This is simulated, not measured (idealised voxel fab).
Proc. module: voxel capacitor over wiring
Displayed cross-section: cut, width of 265 nm, square cells sized 5 nm.
We lay out every cross-section as a grid of square cells and spell it out in bands from the top down, where one band means one or more rows of cells. The band entry comprises the height of the band's top followed by the height of its bottom, expressed in nm, and subsequently the band's materials from left to right, each stated together with its width in nm. Where a single material is marked with the word "everywhere", that material fills the band from edge to edge. The word "empty" represents empty space. The level at which height equals 0 is the one under which the wafer, as it arrives, is entirely one material. No lower edge exists for the bottom band, which continues downward and is notated as in "z 0 and below". Graded width ("30->40"): value in top row of band = first number; value in bottom row = second number; row-to-row change constant. The cross-section has no changed cell in any step marked "nothing got changed". In "Sealed-off cavities" the enclosed voids are listed, meaning empty spaces of 8 cells or larger without any opening to the top. The form is width x height at distance, distance from the left edge, units nm. What comes after the settings on a step's line is commentary from the simulator itself on that step. "overlay nm", when on a step's line for a step with a mask, measures how far to the right of its planned place the mask lay; a negative measure means to the left.
## Steps planned for the process
1. RECEIVE [material Si]
2. CONFORMAL_DEP [material SiO2] [thk nm 15]
3. CONFORMAL_DEP [material SiCN] [thk nm 5]
4. DIRECTIONAL_DEP [material SiO2] [thk nm 15]
5. MASKED_ETCH [tone open] [mask id METAL_1] [width nm 25] [pitch nm 85] [etch materials SiO2] [depth nm 15] [overlay nm 0]
6. MASKED_ETCH [tone open] [mask id METAL_1] [width nm 25] [pitch nm 85] [etch materials SiCN] [depth nm 5] [overlay nm 0]
7. CONFORMAL_DEP [material TiN] [thk nm 5]
8. FILL_DEP [material Ru] [thk nm 10]
9. CMP [height nm 35]
10. EPI [material Ru] [thk nm 5]
11. FILL_DEP [material SiCN] [thk nm 5]
12. DIRECTIONAL_DEP [material SiO2] [thk nm 10]
13. PATTERN [tone open] [mask id PLUG_1] [material resist] [width nm 15] [thk nm 20] [overlay nm 0]
14. DIRECTIONAL_ETCH [etch materials SiO2] [depth nm 10]
15. DIRECTIONAL_ETCH [etch materials SiCN] [depth nm 5]
16. STRIP [etch materials resist]
17. CONFORMAL_DEP [material TiN] [thk nm 5]
18. FILL_DEP [material Ru] [thk nm 5]
19. CMP [height nm 55]
20. DIRECTIONAL_DEP [material TiN] [thk nm 10]
21. DIRECTIONAL_DEP [material SiN] [thk nm 5]
22. DIRECTIONAL_DEP [material TiN] [thk nm 10]
23. DIRECTIONAL_DEP [material aC] [thk nm 15]
24. PATTERN [tone cover] [mask id UPPER_PLATE] [material resist] [width nm 65] [thk nm 30] [overlay nm 0]
25. DIRECTIONAL_ETCH [etch materials aC] [depth nm 15]
26. STRIP [etch materials resist]
27. DIRECTIONAL_ETCH [etch materials TiN] [depth nm 10]
28. DIRECTIONAL_ETCH [etch materials SiN] [depth nm 5]
29. STRIP [etch materials aC]
30. DIRECTIONAL_DEP [material aC] [thk nm 10]
31. PATTERN [tone cover] [mask id LOWER_PLATE] [material resist] [width nm 75] [thk nm 30] [overlay nm 0]
32. DIRECTIONAL_ETCH [etch materials aC] [depth nm 10]
33. STRIP [etch materials resist]
34. DIRECTIONAL_ETCH [etch materials TiN] [depth nm 10]
35. STRIP [etch materials aC]
36. FILL_DEP [material SiO2] [thk nm 15]
37. CMP [height nm 90]
38. MASKED_ETCH [tone open] [mask id PLUG_2] [width nm 15] [etch materials SiO2] [depth nm 10] [overlay nm 0]
39. CONFORMAL_DEP [material TiN] [thk nm 5]
40. FILL_DEP [material Ru] [thk nm 10]
41. CMP [height nm 90]
42. CONFORMAL_DEP [material SiCN] [thk nm 5]
## First wafer, two in total, run as planned
## Cross-section of the wafer as it came to us, i.e., already through step 1
	z 0 and below | Si everywhere
	Sealed-off cavities: none
## Wafer section view after processing step 2
	z 15 to 0 | SiO2 everywhere
	Beneath the level 0, the cross-section is identical to its previous state.
## Wafer section view after processing step 3
	z 20 to 15 | SiCN everywhere
	Beneath the level 15, the cross-section is identical to its previous state.
## Wafer section view after processing step 4
	z 35 to 20 | SiO2 everywhere
	Beneath the level 20, the cross-section is identical to its previous state.
## Wafer section view after processing step 5
	z 35 to 20 | 75 of SiO2 | 25 of empty | 60 of SiO2 | 25 of empty | 80 of SiO2
	Beneath the level 20, the cross-section is identical to its previous state.
## Wafer section view after processing step 6
	z 35 to 20 | 75 of SiO2 | 25 of empty | 60 of SiO2 | 25 of empty | 80 of SiO2
	z 20 to 15 | 75 of SiCN | 25 of empty | 60 of SiCN | 25 of empty | 80 of SiCN
	Beneath the level 15, the cross-section is identical to its previous state.
## Wafer section view after processing step 7
	z 40 to 35 | 80 of TiN | 15 of empty | 70 of TiN | 15 of empty | 85 of TiN
	z 35 to 20 | 75 of SiO2 | 5 of TiN | 15 of empty | 5 of TiN | 60 of SiO2 | 5 of TiN | 15 of empty | 5 of TiN | 80 of SiO2
	z 20 to 15 | 75 of SiCN | 25 of TiN | 60 of SiCN | 25 of TiN | 80 of SiCN
	Beneath the level 15, the cross-section is identical to its previous state.
## Wafer section view after processing step 8
	z 50 to 40 | Ru everywhere
	z 40 to 35 | 80 of TiN | 15 of Ru | 70 of TiN | 15 of Ru | 85 of TiN
	z 35 to 20 | 75 of SiO2 | 5 of TiN | 15 of Ru | 5 of TiN | 60 of SiO2 | 5 of TiN | 15 of Ru | 5 of TiN | 80 of SiO2
	Beneath the level 20, the cross-section is identical to its previous state.
## Wafer section view after processing step 9
	z 35 to 20 | 75 of SiO2 | 5 of TiN | 15 of Ru | 5 of TiN | 60 of SiO2 | 5 of TiN | 15 of Ru | 5 of TiN | 80 of SiO2
	Beneath the level 20, the cross-section is identical to its previous state.
## Wafer section view after processing step 10
	z 40 to 35 | 70 of empty | 35 of Ru | 50 of empty | 35 of Ru | 75 of empty
	Beneath the level 35, the cross-section is identical to its previous state.
## Wafer section view after processing step 11
	z 45 to 40 | SiCN everywhere
	z 40 to 35 | 70 of SiCN | 35 of Ru | 50 of SiCN | 35 of Ru | 75 of SiCN
	Beneath the level 35, the cross-section is identical to its previous state.
## Wafer section view after processing step 12
	z 55 to 45 | SiO2 everywhere
	Beneath the level 45, the cross-section is identical to its previous state.
## Wafer section view after processing step 13
	z 75 to 55 | 85 of resist | 15 of empty | 165 of resist
	Beneath the level 55, the cross-section is identical to its previous state.
## Wafer section view after processing step 14
	z 75 to 55 | 85 of resist | 15 of empty | 165 of resist
	z 55 to 45 | 85 of SiO2 | 15 of empty | 165 of SiO2
	Beneath the level 45, the cross-section is identical to its previous state.
## Wafer section view after processing step 15
	z 75 to 55 | 85 of resist | 15 of empty | 165 of resist
	z 55 to 45 | 85 of SiO2 | 15 of empty | 165 of SiO2
	z 45 to 40 | 85 of SiCN | 15 of empty | 165 of SiCN
	Beneath the level 40, the cross-section is identical to its previous state.
## Wafer section view after processing step 16
	z 55 to 45 | 85 of SiO2 | 15 of empty | 165 of SiO2
	Beneath the level 45, the cross-section is identical to its previous state.
## Wafer section view after processing step 17
	z 60 to 55 | 90 of TiN | 5 of empty | 170 of TiN
	z 55 to 45 | 85 of SiO2 | 5 of TiN | 5 of empty | 5 of TiN | 165 of SiO2
	z 45 to 40 | 85 of SiCN | 15 of TiN | 165 of SiCN
	Beneath the level 40, the cross-section is identical to its previous state.
## Wafer section view after processing step 18
	z 65 to 60 | Ru everywhere
	z 60 to 55 | 90 of TiN | 5 of Ru | 170 of TiN
	z 55 to 45 | 85 of SiO2 | 5 of TiN | 5 of Ru | 5 of TiN | 165 of SiO2
	Beneath the level 45, the cross-section is identical to its previous state.
## Wafer section view after processing step 19
	z 55 to 45 | 85 of SiO2 | 5 of TiN | 5 of Ru | 5 of TiN | 165 of SiO2
	Beneath the level 45, the cross-section is identical to its previous state.
## Wafer section view after processing step 20
	z 65 to 55 | TiN everywhere
	Beneath the level 55, the cross-section is identical to its previous state.
## Wafer section view after processing step 21
	z 70 to 65 | SiN everywhere
	Beneath the level 65, the cross-section is identical to its previous state.
## Wafer section view after processing step 22
	z 80 to 70 | TiN everywhere
	Beneath the level 70, the cross-section is identical to its previous state.
## Wafer section view after processing step 23
	z 95 to 80 | aC everywhere
	Beneath the level 80, the cross-section is identical to its previous state.
## Wafer section view after processing step 24
	z 125 to 95 | 85 of empty | 65 of resist | 115 of empty
	Beneath the level 95, the cross-section is identical to its previous state.
## Wafer section view after processing step 25
	z 110 to 95 | 85 of empty | 65 of resist | 115 of empty
	z 95 to 80 | 85 of empty | 65 of aC | 115 of empty
	Beneath the level 80, the cross-section is identical to its previous state.
## Wafer section view after processing step 26
	z 95 to 80 | 85 of empty | 65 of aC | 115 of empty
	Beneath the level 80, the cross-section is identical to its previous state.
## Wafer section view after processing step 27
	z 95 to 80 | 85 of empty | 65 of aC | 115 of empty
	z 80 to 70 | 85 of empty | 65 of TiN | 115 of empty
	Beneath the level 70, the cross-section is identical to its previous state.
## Wafer section view after processing step 28
	z 95 to 80 | 85 of empty | 65 of aC | 115 of empty
	z 80 to 70 | 85 of empty | 65 of TiN | 115 of empty
	z 70 to 65 | 85 of empty | 65 of SiN | 115 of empty
	Beneath the level 65, the cross-section is identical to its previous state.
## Wafer section view after processing step 29
	z 80 to 70 | 85 of empty | 65 of TiN | 115 of empty
	Beneath the level 70, the cross-section is identical to its previous state.
## Wafer section view after processing step 30
	z 90 to 80 | 85 of empty | 65 of aC | 115 of empty
	z 80 to 75 | 85 of empty | 65 of TiN | 115 of empty
	z 75 to 70 | 85 of aC | 65 of TiN | 115 of aC
	z 70 to 65 | 85 of aC | 65 of SiN | 115 of aC
	Beneath the level 65, the cross-section is identical to its previous state.
## Wafer section view after processing step 31
	z 120 to 90 | 80 of empty | 75 of resist | 110 of empty
	z 90 to 80 | 80 of empty | 5 of resist | 65 of aC | 5 of resist | 110 of empty
	z 80 to 75 | 80 of empty | 5 of resist | 65 of TiN | 5 of resist | 110 of empty
	Beneath the level 75, the cross-section is identical to its previous state.
## Wafer section view after processing step 32
	z 110 to 90 | 80 of empty | 75 of resist | 110 of empty
	z 90 to 80 | 80 of empty | 5 of resist | 65 of aC | 5 of resist | 110 of empty
	z 80 to 75 | 80 of empty | 5 of resist | 65 of TiN | 5 of resist | 110 of empty
	z 75 to 70 | 80 of empty | 5 of aC | 65 of TiN | 5 of aC | 110 of empty
	z 70 to 65 | 80 of empty | 5 of aC | 65 of SiN | 5 of aC | 110 of empty
	Beneath the level 65, the cross-section is identical to its previous state.
## Wafer section view after processing step 33
	z 90 to 80 | 85 of empty | 65 of aC | 115 of empty
	z 80 to 75 | 85 of empty | 65 of TiN | 115 of empty
	Beneath the level 75, the cross-section is identical to its previous state.
## Wafer section view after processing step 34
	z 90 to 80 | 85 of empty | 65 of aC | 115 of empty
	z 80 to 75 | 85 of empty | 65 of TiN | 115 of empty
	z 75 to 70 | 80 of empty | 5 of aC | 65 of TiN | 5 of aC | 110 of empty
	z 70 to 65 | 80 of empty | 5 of aC | 65 of SiN | 5 of aC | 110 of empty
	z 65 to 55 | 80 of empty | 75 of TiN | 110 of empty
	Beneath the level 55, the cross-section is identical to its previous state.
## Wafer section view after processing step 35
	z 80 to 70 | 85 of empty | 65 of TiN | 115 of empty
	z 70 to 65 | 85 of empty | 65 of SiN | 115 of empty
	Beneath the level 65, the cross-section is identical to its previous state.
## Wafer section view after processing step 36
	z 95 to 80 | SiO2 everywhere
	z 80 to 70 | 85 of SiO2 | 65 of TiN | 115 of SiO2
	z 70 to 65 | 85 of SiO2 | 65 of SiN | 115 of SiO2
	z 65 to 55 | 80 of SiO2 | 75 of TiN | 110 of SiO2
	Beneath the level 55, the cross-section is identical to its previous state.
## Wafer section view after processing step 37
	z 90 to 80 | SiO2 everywhere
	Beneath the level 80, the cross-section is identical to its previous state.
## Wafer section view after processing step 38
	z 90 to 80 | 95 of SiO2 | 15 of empty | 155 of SiO2
	Beneath the level 80, the cross-section is identical to its previous state.
## Wafer section view after processing step 39
	z 95 to 90 | 100 of TiN | 5 of empty | 160 of TiN
	z 90 to 85 | 95 of SiO2 | 5 of TiN | 5 of empty | 5 of TiN | 155 of SiO2
	z 85 to 80 | 95 of SiO2 | 15 of TiN | 155 of SiO2
	Beneath the level 80, the cross-section is identical to its previous state.
## Wafer section view after processing step 40
	z 105 to 95 | Ru everywhere
	z 95 to 90 | 100 of TiN | 5 of Ru | 160 of TiN
	z 90 to 85 | 95 of SiO2 | 5 of TiN | 5 of Ru | 5 of TiN | 155 of SiO2
	Beneath the level 85, the cross-section is identical to its previous state.
## Wafer section view after processing step 41
	z 90 to 85 | 95 of SiO2 | 5 of TiN | 5 of Ru | 5 of TiN | 155 of SiO2
	Beneath the level 85, the cross-section is identical to its previous state.
## Wafer section view after processing step 42
	z 95 to 90 | SiCN everywhere
	Beneath the level 90, the cross-section is identical to its previous state.
## The remaining wafer, second of the two, started like the first and was run to the same plan, except that one mistake was made along the way; the two coincide through step 7, inclusive
## Second wafer, sectioned view, at step 8's planned end time
	z 60 to 40 | Ru everywhere
	z 40 to 35 | 80 of TiN | 15 of Ru | 70 of TiN | 15 of Ru | 85 of TiN
	z 35 to 20 | 75 of SiO2 | 5 of TiN | 15 of Ru | 5 of TiN | 60 of SiO2 | 5 of TiN | 15 of Ru | 5 of TiN | 80 of SiO2
	Beneath the level 20, the cross-section is identical to its previous state.
## Second wafer, sectioned view, at step 9's planned end time
	z 35 to 20 | 75 of SiO2 | 5 of TiN | 15 of Ru | 5 of TiN | 60 of SiO2 | 5 of TiN | 15 of Ru | 5 of TiN | 80 of SiO2
	Beneath the level 20, the cross-section is identical to its previous state.
## Second wafer, sectioned view, at step 10's planned end time
	z 40 to 35 | 70 of empty | 35 of Ru | 50 of empty | 35 of Ru | 75 of empty
	Beneath the level 35, the cross-section is identical to its previous state.
## Second wafer, sectioned view, at step 11's planned end time
	z 45 to 40 | SiCN everywhere
	z 40 to 35 | 70 of SiCN | 35 of Ru | 50 of SiCN | 35 of Ru | 75 of SiCN
	Beneath the level 35, the cross-section is identical to its previous state.
## Second wafer, sectioned view, at step 12's planned end time
	z 55 to 45 | SiO2 everywhere
	Beneath the level 45, the cross-section is identical to its previous state.
## Second wafer, sectioned view, at step 13's planned end time
	z 75 to 55 | 85 of resist | 15 of empty | 165 of resist
	Beneath the level 55, the cross-section is identical to its previous state.
## Second wafer, sectioned view, at step 14's planned end time
	z 75 to 55 | 85 of resist | 15 of empty | 165 of resist
	z 55 to 45 | 85 of SiO2 | 15 of empty | 165 of SiO2
	Beneath the level 45, the cross-section is identical to its previous state.
## Second wafer, sectioned view, at step 15's planned end time
	z 75 to 55 | 85 of resist | 15 of empty | 165 of resist
	z 55 to 45 | 85 of SiO2 | 15 of empty | 165 of SiO2
	z 45 to 40 | 85 of SiCN | 15 of empty | 165 of SiCN
	Beneath the level 40, the cross-section is identical to its previous state.
## Second wafer, sectioned view, at step 16's planned end time
	z 55 to 45 | 85 of SiO2 | 15 of empty | 165 of SiO2
	Beneath the level 45, the cross-section is identical to its previous state.
## Second wafer, sectioned view, at step 17's planned end time
	z 60 to 55 | 90 of TiN | 5 of empty | 170 of TiN
	z 55 to 45 | 85 of SiO2 | 5 of TiN | 5 of empty | 5 of TiN | 165 of SiO2
	z 45 to 40 | 85 of SiCN | 15 of TiN | 165 of SiCN
	Beneath the level 40, the cross-section is identical to its previous state.
## Second wafer, sectioned view, at step 18's planned end time
	z 65 to 60 | Ru everywhere
	z 60 to 55 | 90 of TiN | 5 of Ru | 170 of TiN
	z 55 to 45 | 85 of SiO2 | 5 of TiN | 5 of Ru | 5 of TiN | 165 of SiO2
	Beneath the level 45, the cross-section is identical to its previous state.
## Second wafer, sectioned view, at step 19's planned end time
	z 55 to 45 | 85 of SiO2 | 5 of TiN | 5 of Ru | 5 of TiN | 165 of SiO2
	Beneath the level 45, the cross-section is identical to its previous state.
## Second wafer, sectioned view, at step 20's planned end time
	z 65 to 55 | TiN everywhere
	Beneath the level 55, the cross-section is identical to its previous state.
## Second wafer, sectioned view, at step 21's planned end time
	z 70 to 65 | SiN everywhere
	Beneath the level 65, the cross-section is identical to its previous state.
## Second wafer, sectioned view, at step 22's planned end time
	z 80 to 70 | TiN everywhere
	Beneath the level 70, the cross-section is identical to its previous state.
## Second wafer, sectioned view, at step 23's planned end time
	z 95 to 80 | aC everywhere
	Beneath the level 80, the cross-section is identical to its previous state.
## Second wafer, sectioned view, at step 24's planned end time
	z 125 to 95 | 85 of empty | 65 of resist | 115 of empty
	Beneath the level 95, the cross-section is identical to its previous state.
## Second wafer, sectioned view, at step 25's planned end time
	z 110 to 95 | 85 of empty | 65 of resist | 115 of empty
	z 95 to 80 | 85 of empty | 65 of aC | 115 of empty
	Beneath the level 80, the cross-section is identical to its previous state.
## Second wafer, sectioned view, at step 26's planned end time
	z 95 to 80 | 85 of empty | 65 of aC | 115 of empty
	Beneath the level 80, the cross-section is identical to its previous state.
## Second wafer, sectioned view, at step 27's planned end time
	z 95 to 80 | 85 of empty | 65 of aC | 115 of empty
	z 80 to 70 | 85 of empty | 65 of TiN | 115 of empty
	Beneath the level 70, the cross-section is identical to its previous state.
## Second wafer, sectioned view, at step 28's planned end time
	z 95 to 80 | 85 of empty | 65 of aC | 115 of empty
	z 80 to 70 | 85 of empty | 65 of TiN | 115 of empty
	z 70 to 65 | 85 of empty | 65 of SiN | 115 of empty
	Beneath the level 65, the cross-section is identical to its previous state.
## Second wafer, sectioned view, at step 29's planned end time
	z 80 to 70 | 85 of empty | 65 of TiN | 115 of empty
	Beneath the level 70, the cross-section is identical to its previous state.
## Second wafer, sectioned view, at step 30's planned end time
	z 90 to 80 | 85 of empty | 65 of aC | 115 of empty
	z 80 to 75 | 85 of empty | 65 of TiN | 115 of empty
	z 75 to 70 | 85 of aC | 65 of TiN | 115 of aC
	z 70 to 65 | 85 of aC | 65 of SiN | 115 of aC
	Beneath the level 65, the cross-section is identical to its previous state.
## Second wafer, sectioned view, at step 31's planned end time
	z 120 to 90 | 80 of empty | 75 of resist | 110 of empty
	z 90 to 80 | 80 of empty | 5 of resist | 65 of aC | 5 of resist | 110 of empty
	z 80 to 75 | 80 of empty | 5 of resist | 65 of TiN | 5 of resist | 110 of empty
	Beneath the level 75, the cross-section is identical to its previous state.
## Second wafer, sectioned view, at step 32's planned end time
	z 110 to 90 | 80 of empty | 75 of resist | 110 of empty
	z 90 to 80 | 80 of empty | 5 of resist | 65 of aC | 5 of resist | 110 of empty
	z 80 to 75 | 80 of empty | 5 of resist | 65 of TiN | 5 of resist | 110 of empty
	z 75 to 70 | 80 of empty | 5 of aC | 65 of TiN | 5 of aC | 110 of empty
	z 70 to 65 | 80 of empty | 5 of aC | 65 of SiN | 5 of aC | 110 of empty
	Beneath the level 65, the cross-section is identical to its previous state.
## Second wafer, sectioned view, at step 33's planned end time
	z 90 to 80 | 85 of empty | 65 of aC | 115 of empty
	z 80 to 75 | 85 of empty | 65 of TiN | 115 of empty
	Beneath the level 75, the cross-section is identical to its previous state.
## Second wafer, sectioned view, at step 34's planned end time
	z 90 to 80 | 85 of empty | 65 of aC | 115 of empty
	z 80 to 75 | 85 of empty | 65 of TiN | 115 of empty
	z 75 to 70 | 80 of empty | 5 of aC | 65 of TiN | 5 of aC | 110 of empty
	z 70 to 65 | 80 of empty | 5 of aC | 65 of SiN | 5 of aC | 110 of empty
	z 65 to 55 | 80 of empty | 75 of TiN | 110 of empty
	Beneath the level 55, the cross-section is identical to its previous state.
## Second wafer, sectioned view, at step 35's planned end time
	z 80 to 70 | 85 of empty | 65 of TiN | 115 of empty
	z 70 to 65 | 85 of empty | 65 of SiN | 115 of empty
	Beneath the level 65, the cross-section is identical to its previous state.
## Second wafer, sectioned view, at step 36's planned end time
	z 95 to 80 | SiO2 everywhere
	z 80 to 70 | 85 of SiO2 | 65 of TiN | 115 of SiO2
	z 70 to 65 | 85 of SiO2 | 65 of SiN | 115 of SiO2
	z 65 to 55 | 80 of SiO2 | 75 of TiN | 110 of SiO2
	Beneath the level 55, the cross-section is identical to its previous state.
## Second wafer, sectioned view, at step 37's planned end time
	z 90 to 80 | SiO2 everywhere
	Beneath the level 80, the cross-section is identical to its previous state.
## Second wafer, sectioned view, at step 38's planned end time
	z 90 to 80 | 95 of SiO2 | 15 of empty | 155 of SiO2
	Beneath the level 80, the cross-section is identical to its previous state.
## Second wafer, sectioned view, at step 39's planned end time
	z 95 to 90 | 100 of TiN | 5 of empty | 160 of TiN
	z 90 to 85 | 95 of SiO2 | 5 of TiN | 5 of empty | 5 of TiN | 155 of SiO2
	z 85 to 80 | 95 of SiO2 | 15 of TiN | 155 of SiO2
	Beneath the level 80, the cross-section is identical to its previous state.
## Second wafer, sectioned view, at step 40's planned end time
	z 105 to 95 | Ru everywhere
	z 95 to 90 | 100 of TiN | 5 of Ru | 160 of TiN
	z 90 to 85 | 95 of SiO2 | 5 of TiN | 5 of Ru | 5 of TiN | 155 of SiO2
	Beneath the level 85, the cross-section is identical to its previous state.
## Second wafer, sectioned view, at step 41's planned end time
	z 90 to 85 | 95 of SiO2 | 5 of TiN | 5 of Ru | 5 of TiN | 155 of SiO2
	Beneath the level 85, the cross-section is identical to its previous state.
## Second wafer, sectioned view, at step 42's planned end time
	z 95 to 90 | SiCN everywhere
	Beneath the level 90, the cross-section is identical to its previous state.
Which mistake was made when the wafer was run? heads up, step 8 of the plan got done twice
Same final cross-section on the two wafers, so the model's numbers don't move because of the mistake.
